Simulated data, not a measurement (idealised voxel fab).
process module | voxel released beams
cross-section cut | 290 nm wide | cells 5 nm
A cross-section is a grid of square cells, given in bands from the top down. A band is one or more rows of cells.
Each band's line starts with the height of the band's top and of its bottom, in nm. Then come its materials from left to right, each with its width in nm. One material with "throughout" fills the band from edge to edge. "air" is empty space.
Height 0 is the level under which the wafer as received is all one material. The lowest band goes on downwards, as in "0 down".
A width such as "30 to 40" changes by the same amount from each row of cells to the next, from the band's top row to its bottom row.
"no change" after a step means that no cell of the cross-section changed.
closed voids: empty space of 8 cells or more with no open way to the top, each as width x height at its distance from the left edge, in nm
after a step's settings: what the simulator itself notes on the step
overlay nm, on a step with a mask: how far to the right of its planned place the mask lay; to the left if negative
plan
1 op RECEIVE | material Si
2 op CONFORMAL_DEP | material Al2O3 | thk nm 10
3 op DIRECTIONAL_DEP | material SiO2 | thk nm 10
4 op PATTERN | tone open | mask id ANCHOR | material resist | width nm 25 | thk nm 20 | overlay nm 0
5 op DIRECTIONAL_ETCH | etch materials SiO2 | depth nm 10
6 op STRIP | etch materials resist
7 op CONFORMAL_DEP | material SiN | thk nm 10
8 op MASKED_ETCH | tone cover | mask id BEAM | width nm 80 | etch materials SiN | depth nm 10 | overlay nm 0
9 op STRIP | etch materials SiO2
as received, after step 1
  0 down: Si throughout
  closed voids: none
first wafer at the end, as planned
  30 to 20: air 100 | SiN 15 | air 5 | SiN 60 | air 110
  20 to 10: air 105 | SiN 25 | air 160
  10 to 0: Al2O3 throughout
  0 down: Si throughout
  closed voids: none
second wafer at the end: like start, like plan, one mistake
  30 to 20: air 100 | SiN 40 | air 150
  20 to 10: air 95 | SiN 10 | SiO2 25 | SiN 50 | air 110
  10 to 0: Al2O3 throughout
  0 down: Si throughout
  closed voids: none
what went wrong: step 4 ran as: op PATTERN | tone cover | mask id ANCHOR | material resist | width nm 25 | thk nm 20 | overlay nm 0
at the end the second wafer has, in cells: 10 more of SiO2
